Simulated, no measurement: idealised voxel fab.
Process module name: voxel tone inversion
The cross-section shown here is cut; it is 210 nm wide and divided into square cells measuring 5 nm on a side.
A cross-section in this document is a grid of square cells, and it is written down as bands, the top band listed before the ones below it; a band is made up of one or more rows of cells. Per band: top height and bottom height in nm, followed by the left-to-right materials and their widths in nm; "full width" marks a single material spanning edge to edge, "empty" marks empty space. Ref level 0: as-received wafer is one material below here. Bottom band extends down with no lower bound ("0..down"). Read "30..40" as a graded width: first number on top, second number at the bottom, same change between each pair of neighbouring rows. A step reported as "changes: none" is a step in which no cell of the cross-section changed. Entry "Closed cavities". Content: empty spaces with no open connection to the top, size 8 cells or greater. Each: width x height at distance. Distance: from left edge. Unit: nm. What comes after the settings on a step's line is commentary from the simulator itself on that step. The setting "overlay nm" may be written on the line of a step. When the step uses a mask, the value reports how far to the right of the planned place the mask lay, and a negative value reports that it lay to the left.

Process steps foreseen in the plan:
1. RECEIVE,material Si
2. CONFORMAL_DEP,material SiCN,thk nm 10
3. DIRECTIONAL_DEP,material polySi,thk nm 15
4. PATTERN,tone cover,mask id POSTS,material resist,width nm 15,pitch nm 35,thk nm 25,overlay nm 0
5. DIRECTIONAL_ETCH,etch materials polySi,depth nm 15
6. STRIP,etch materials resist
7. FILL_DEP,material lowk,thk nm 10
8. CMP,height nm 25
9. STRIP,etch materials polySi
10. CONFORMAL_DEP,material TiN,thk nm 5
11. FILL_DEP,material W,thk nm 5
12. CMP,height nm 25
13. CONFORMAL_DEP,material SiCN,thk nm 5

Received-state cross-section, reflecting completion of step 1:
	0..down: Si full width
	Closed cavities: none

a wafer at the end: this start, this plan, one mistake:
	30..25: SiCN full width
	25..20: lowk: 80  TiN: 5  W: 5  TiN: 5  lowk: 20  TiN: 5  W: 5  TiN: 5  lowk: 80
	20..15: lowk: 80  TiN: 15  lowk: 20  TiN: 15  lowk: 80
	15..0: SiCN full width
	0..down: Si full width
	Closed cavities: none
Where did the run depart from the plan? note that step 2 departed from the planned setting and was carried out as CONFORMAL_DEP,material SiCN,thk nm 15
